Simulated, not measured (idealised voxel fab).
process module | voxel trench capacitor
The cross-section shown here is cut; it is 225 nm wide and divided into square cells measuring 5 nm on a side.
Reading order for cross-sections: top band down to bottom band. Underlying form: a grid of square cells. Band size: one or more rows of cells.
Heights first: top, then bottom, in nm. Then materials, left to right, each with a width in nm. "full width" on a single material: fills the band edge to edge. "air": empty space.
Heights are measured from 0, the level below which the as-received wafer is all one material; the lowest band has no bottom and continues downward, written as in "0 down".
Width "30..40": first value at the band's top row of cells, second value at its bottom row, equal change from row to row.
What does "remained the same" mean for a step? It means no cell of the cross-section changed in that step.
Empty spaces counting at least 8 cells and having no open way to the top are listed in "Fully sealed voids". The notation width x height at distance is used for each, the distance being from the left edge and all three values in nm.
Text after the settings on a step's line: the simulator's own remark on that step.
When a step includes a mask, the "overlay nm" setting on its line states how far to the right of its planned place that mask lay, and negative values state how far to the left.

# plan
| 1 | RECEIVE with material Si |
| 2 | CONFORMAL_DEP with material SiN, thk nm 5 |
| 3 | PATTERN with tone open, mask id TRENCH, material resist, width nm 25, pitch nm 45, thk nm 15, overlay nm 0 |
| 4 | DIRECTIONAL_ETCH with etch materials SiN, depth nm 5 |
| 5 | DIRECTIONAL_ETCH with etch materials Si, depth nm 40 |
| 6 | STRIP with etch materials resist |
| 7 | CONFORMAL_DEP with material Al2O3, thk nm 5 |
| 8 | FILL_DEP with material polySi, thk nm 5 |
| 9 | CMP with height nm 5 |

# Wafer cross-section on receipt, i.e. after step 1
  0 down  Si full width
  Fully sealed voids: none

# Sectioned view, first of two wafers, at the close of the module, processed as intended in the plan
  5 to 0  30 SiN, 5 Al2O3, 15 polySi, 5 Al2O3, 20 SiN, 5 Al2O3, 15 polySi, 5 Al2O3, 20 SiN, 5 Al2O3, 15 polySi, 5 Al2O3, 20 SiN, 5 Al2O3, 15 polySi, 5 Al2O3, 35 SiN
  0 to -35  30 Si, 5 Al2O3, 15 polySi, 5 Al2O3, 20 Si, 5 Al2O3, 15 polySi, 5 Al2O3, 20 Si, 5 Al2O3, 15 polySi, 5 Al2O3, 20 Si, 5 Al2O3, 15 polySi, 5 Al2O3, 35 Si
  -35 to -40  30 Si, 25 Al2O3, 20 Si, 25 Al2O3, 20 Si, 25 Al2O3, 20 Si, 25 Al2O3, 35 Si
  -40 down  Si full width
  Fully sealed voids: none

# The second wafer, shown in cross-section after the module: started the same way as the first and given the same plan, yet one mistake crept into how it was run
  5 to 0  35 SiN, 5 Al2O3, 15 polySi, 5 Al2O3, 20 SiN, 5 Al2O3, 15 polySi, 5 Al2O3, 20 SiN, 5 Al2O3, 15 polySi, 5 Al2O3, 20 SiN, 5 Al2O3, 15 polySi, 5 Al2O3, 30 SiN
  0 to -35  35 Si, 5 Al2O3, 15 polySi, 5 Al2O3, 20 Si, 5 Al2O3, 15 polySi, 5 Al2O3, 20 Si, 5 Al2O3, 15 polySi, 5 Al2O3, 20 Si, 5 Al2O3, 15 polySi, 5 Al2O3, 30 Si
  -35 to -40  35 Si, 25 Al2O3, 20 Si, 25 Al2O3, 20 Si, 25 Al2O3, 20 Si, 25 Al2O3, 30 Si
  -40 down  Si full width
  Fully sealed voids: none
What was the processing mistake? not per plan at step 3, really ran PATTERN with tone open, mask id TRENCH, material resist, width nm 25, pitch nm 45, thk nm 15, overlay nm 5
Cell counts per material: same on both final wafers. Positions: different.
